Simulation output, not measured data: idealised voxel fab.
The name of this process module is voxel self aligned contacts.
Section shown: cut. Width: 260 nm. Cell size: 5 nm, square.
Notation: cross-section as square-cell grid; stated in bands, top first, going down; one or more cell rows per band. Basically the band line says how high the top is and how high the bottom is, in nm, and then what's in it from left to right, every material with its width in nm. Empty space shows up as "air", and if a single material carries "full width" it runs the full band edge to edge. Where do heights start? At 0: under that level the wafer as delivered is made of one material only. And the lowest band has no floor; it just carries on downward, as in "0 nm and below". Width: "30 to 40" (first number = top row, second number = bottom row, same change from row to row of cells). "nothing changed" means the step left every cell of the cross-section as it was. "Closed empty spaces": sealed empty spaces, 8 cells or more, no open way to top, listed width x height at distance, with distance from the left edge and width, height and distance in nm. It should be noted that, on the line of a given step, the content following the step's settings is a remark produced by the simulator itself with respect to that step. "overlay nm" on a masked step: distance the mask lay right of its planned place, negative for left.
-- plan
- 1: RECEIVE, material Si
- 2: OXIDIZE, depth nm 5
- 3: DIRECTIONAL_DEP, material polySi, thk nm 30
- 4: DIRECTIONAL_DEP, material SiN, thk nm 15
- 5: MASKED_ETCH, tone cover, mask id GATE, width nm 35, pitch nm 70, etch materials SiN, depth nm 15, overlay nm 0
- 6: MASKED_ETCH, tone cover, mask id GATE, width nm 35, pitch nm 70, etch materials polySi, depth nm 30, overlay nm 0
- 7: CONFORMAL_DEP, material SiN, thk nm 5
- 8: DIRECTIONAL_ETCH, etch materials SiN, depth nm 5
- 9: FILL_DEP, material SiO2, thk nm 15
- 10: CMP, height nm 50
- 11: PATTERN, tone open, mask id CONTACT, material resist, width nm 45, pitch nm 70, thk nm 15, overlay nm 0
- 12: DIRECTIONAL_ETCH, etch materials SiO2, depth nm 55
- 13: STRIP, etch materials resist
- 14: CONFORMAL_DEP, material TiN, thk nm 5
- 15: FILL_DEP, material Ru, thk nm 10
- 16: CMP, height nm 50
- 17: CONFORMAL_DEP, material SiCN, thk nm 5
-- Cross-section: wafer on arrival = after step 1
  0 nm and below  Si full width
  Closed empty spaces: none
-- First wafer of two, sectioned at end of module; run went per plan
  55 nm to 50 nm  SiCN full width
  50 nm to 45 nm  SiO2: 70, then TiN: 15, then Ru: 15, then TiN: 15, then SiO2: 25, then TiN: 15, then Ru: 15, then TiN: 15, then SiO2: 75
  45 nm to 30 nm  SiO2: 35, then SiN: 45, then TiN: 5, then Ru: 15, then TiN: 5, then SiN: 45, then TiN: 5, then Ru: 15, then TiN: 5, then SiN: 45, then SiO2: 40
  30 nm to 0 nm  SiO2: 35, then SiN: 5, then polySi: 35, then SiN: 5, then TiN: 5, then Ru: 15, then TiN: 5, then SiN: 5, then polySi: 35, then SiN: 5, then TiN: 5, then Ru: 15, then TiN: 5, then SiN: 5, then polySi: 35, then SiN: 5, then SiO2: 40
  0 nm to -5 nm  SiO2: 80, then TiN: 25, then SiO2: 45, then TiN: 25, then SiO2: 85
  -5 nm and below  Si full width
  Closed empty spaces: none
-- Here is the second of the two wafers cut open at the end of the module - same start, same plan as the first one, but we made one mistake running it
  55 nm to 50 nm  SiCN full width
  50 nm to 35 nm  SiO2: 35, then SiN: 5, then polySi: 35, then SiN: 5, then TiN: 5, then Ru: 15, then TiN: 5, then SiN: 5, then polySi: 35, then SiN: 5, then TiN: 5, then Ru: 15, then TiN: 5, then SiN: 5, then polySi: 35, then SiN: 5, then SiO2: 40
  35 nm to 30 nm  SiO2: 35, then SiN: 5, then polySi: 35, then SiN: 5, then TiN: 25, then SiN: 5, then polySi: 35, then SiN: 5, then TiN: 25, then SiN: 5, then polySi: 35, then SiN: 5, then SiO2: 40
  30 nm to 0 nm  polySi full width
  0 nm to -5 nm  SiO2 full width
  -5 nm and below  Si full width
  Closed empty spaces: none
Diagnosis: plan step 3 ran twice
at the end the second wafer has, in cells: Ru -42 | SiN -93 | SiO2 -99 | TiN -36 | polySi +270
